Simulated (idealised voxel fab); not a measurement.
Module name: voxel ribs on slabs (process module)
FYI the section here is cut, 285 nm wide, cells are 5 nm squares.
Cross-section format: a grid of square cells, given as bands from top to bottom; each band is one or more rows of cells.
Heights first: top, then bottom, in nm. Then materials, left to right, each with a width in nm. "full width" on a single material: fills the band edge to edge. "blank": empty space.
Height datum 0, below which the as-received substrate wafer is one material. Lowest band open at the bottom, running downward: "0 nm and below".
A width such as "30..40" changes by the same amount from each row of cells to the next, from the band's top row to its bottom row.
"nothing altered" (step): cross-section cells unchanged, all of them.
Enclosed voids (no open way to top), threshold 8 cells or more, entry "Internal closed voids", notation width x height at distance, distance from left edge, nm.
Text after the settings on a step's line: the simulator's own remark on that step.
Among the settings permitted on a step's line is "overlay nm"; applied to a step with a mask, it specifies the extent to which the mask lay to the right of its planned position, whereas a negative figure signifies a position to the left.

PROCESS STEPS (PLANNED)
1 RECEIVE [material Si]
2 DIRECTIONAL_DEP [material SiO2] [thk nm 20]
3 DIRECTIONAL_DEP [material SiN] [thk nm 20]
4 MASKED_ETCH [tone cover] [mask id RIB] [width nm 20] [etch materials SiN] [depth nm 10] [overlay nm 0]
5 PATTERN [tone cover] [mask id SLAB] [material resist] [width nm 60] [thk nm 20] [overlay nm 0]
6 DIRECTIONAL_ETCH [etch materials SiN] [depth nm 10]
7 STRIP [etch materials resist]
8 FILL_DEP [material SiO2] [thk nm 20]
9 CMP [height nm 55]
10 DIRECTIONAL_DEP [material W] [thk nm 10]
11 MASKED_ETCH [tone cover] [mask id HEATER] [width nm 30] [etch materials W] [depth nm 10] [overlay nm 0]
12 CONFORMAL_DEP [material SiO2] [thk nm 10]

BELOW: THE FIRST OF TWO WAFERS, RUN AS PLANNED

WAFER AS RECEIVED: CROSS-SECTION FOLLOWING STEP 1
* 0 nm and below: Si full width
* Internal closed voids: none

AFTER STEP 2: WAFER CROSS-SECTION
* 20 nm to 0 nm: SiO2 full width
* below 0: unchanged

AFTER STEP 3: WAFER CROSS-SECTION
* 40 nm to 20 nm: SiN full width
* below 20: unchanged

AFTER STEP 4: WAFER CROSS-SECTION
* 40 nm to 30 nm: blank (130)  SiN (20)  blank (135)
* below 30: unchanged

AFTER STEP 5: WAFER CROSS-SECTION
* 60 nm to 40 nm: blank (110)  resist (60)  blank (115)
* 40 nm to 30 nm: blank (110)  resist (20)  SiN (20)  resist (20)  blank (115)
* below 30: unchanged

AFTER STEP 6: WAFER CROSS-SECTION
* 60 nm to 40 nm: blank (110)  resist (60)  blank (115)
* 40 nm to 30 nm: blank (110)  resist (20)  SiN (20)  resist (20)  blank (115)
* 30 nm to 20 nm: blank (110)  SiN (60)  blank (115)
* below 20: unchanged

AFTER STEP 7: WAFER CROSS-SECTION
* 40 nm to 30 nm: blank (130)  SiN (20)  blank (135)
* below 30: unchanged

AFTER STEP 8: WAFER CROSS-SECTION
* 60 nm to 40 nm: SiO2 full width
* 40 nm to 30 nm: SiO2 (130)  SiN (20)  SiO2 (135)
* 30 nm to 20 nm: SiO2 (110)  SiN (60)  SiO2 (115)
* below 20: unchanged

AFTER STEP 9: WAFER CROSS-SECTION
* 55 nm to 40 nm: SiO2 full width
* below 40: unchanged

AFTER STEP 10: WAFER CROSS-SECTION
* 65 nm to 55 nm: W full width
* below 55: unchanged

AFTER STEP 11: WAFER CROSS-SECTION
* 65 nm to 55 nm: blank (125)  W (30)  blank (130)
* below 55: unchanged

AFTER STEP 12: WAFER CROSS-SECTION
* 75 nm to 65 nm: blank (115)  SiO2 (50)  blank (120)
* 65 nm to 55 nm: SiO2 (125)  W (30)  SiO2 (130)
* below 55: unchanged

FOR THE SECOND WAFER, TAKE THE FIRST WAFER'S START AND PLAN, THEN ADD ONE MISTAKE MADE IN RUNNING IT; EVERYTHING THROUGH STEP 10, THAT STEP INCLUDED, IS SHARED WITH THE FIRST

SECOND WAFER, SECTION VIEW, TIME POINT: SCHEDULED END OF STEP 11
* 65 nm to 60 nm: blank (125)  W (30)  blank (130)
* below 60: unchanged

SECOND WAFER, SECTION VIEW, TIME POINT: SCHEDULED END OF STEP 12
* 75 nm to 70 nm: blank (115)  SiO2 (50)  blank (120)
* 70 nm to 65 nm: SiO2 full width
* 65 nm to 60 nm: SiO2 (125)  W (30)  SiO2 (130)
* below 60: unchanged
what went wrong: the process deviated at step 11: the operation and settings actually run there were MASKED_ETCH [tone cover] [mask id HEATER] [width nm 30] [etch materials W] [depth nm 5] [overlay nm 0]
End check, counted in cells, second wafer has more or fewer of these materials than the first: -4 SiO2; +51 W
